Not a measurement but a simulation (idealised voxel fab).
Proc. module: voxel released beams
Section cut is 185 nm wide and gridded with 5 nm square cells.
We lay out every cross-section as a grid of square cells and spell it out in bands from the top down, where one band means one or more rows of cells.
Within each band entry, the heights of the top and of the bottom of the band appear first, in that order and in nm; the materials of the band then follow from left to right, each with its corresponding width in nm. The designation "full width" on a single material indicates that it fills the band from edge to edge; the designation "blank" indicates empty space.
Basically, 0 is our baseline, since under it the wafer straight out of the box is all one material. The bottom band has no lower end and keeps on going down, so it looks like "0 down".
So if you see something like "30->40" for the width, read it as the top row of the band sitting at the first number and the bottom row at the second, with every row in between moving by the same amount as the last.
"left unchanged" for a step: no cell of the cross-section changed in that step.
The entry titled "Closed void roster" provides the empty spaces that have no open way to the top, restricted to those of 8 cells or more. Each is presented as width x height at distance, the distance being measured from the left edge, with all three in nm.
The remark found on a step's line after its settings is issued by the simulator itself and pertains to that step.
overlay nm: on a step with a mask, how far right of its planned place the mask lay; negative means left.
Below is the list of planned process steps
1 op RECEIVE | material Si
2 op CONFORMAL_DEP | material SiN | thk nm 5
3 op DIRECTIONAL_DEP | material SiO2 | thk nm 20
4 op MASKED_ETCH | tone open | mask id ANCHOR | width nm 35 | etch materials SiO2 | depth nm 10 | overlay nm 0
5 op CONFORMAL_DEP | material W | thk nm 10
6 op PATTERN | tone cover | mask id BEAM | material resist | width nm 105 | thk nm 20 | overlay nm 0
7 op DIRECTIONAL_ETCH | etch materials W | depth nm 10
8 op STRIP | etch materials resist
9 op STRIP | etch materials SiO2
Variable across wafers: step 4 depth nm (plan value is that of the first wafer; starting state common to all).
Cross-section of the first of several received wafers, showing its state after step 1
* 0 down | Si full width
* Closed void roster: none
End of module, by wafer: material-by-material cell gain (+) or loss (-) since receipt, then closed voids
depth nm 10 | +37 SiN | Closed void roster: none
depth nm 15 | +37 SiN | Closed void roster: none
depth nm 20 | +37 SiN | +58 W | Closed void roster: none
depth nm 25 | +37 SiN | +58 W | Closed void roster: none
depth nm 30 | +37 SiN | +58 W | Closed void roster: none
depth nm 35 | +37 SiN | +58 W | Closed void roster: none
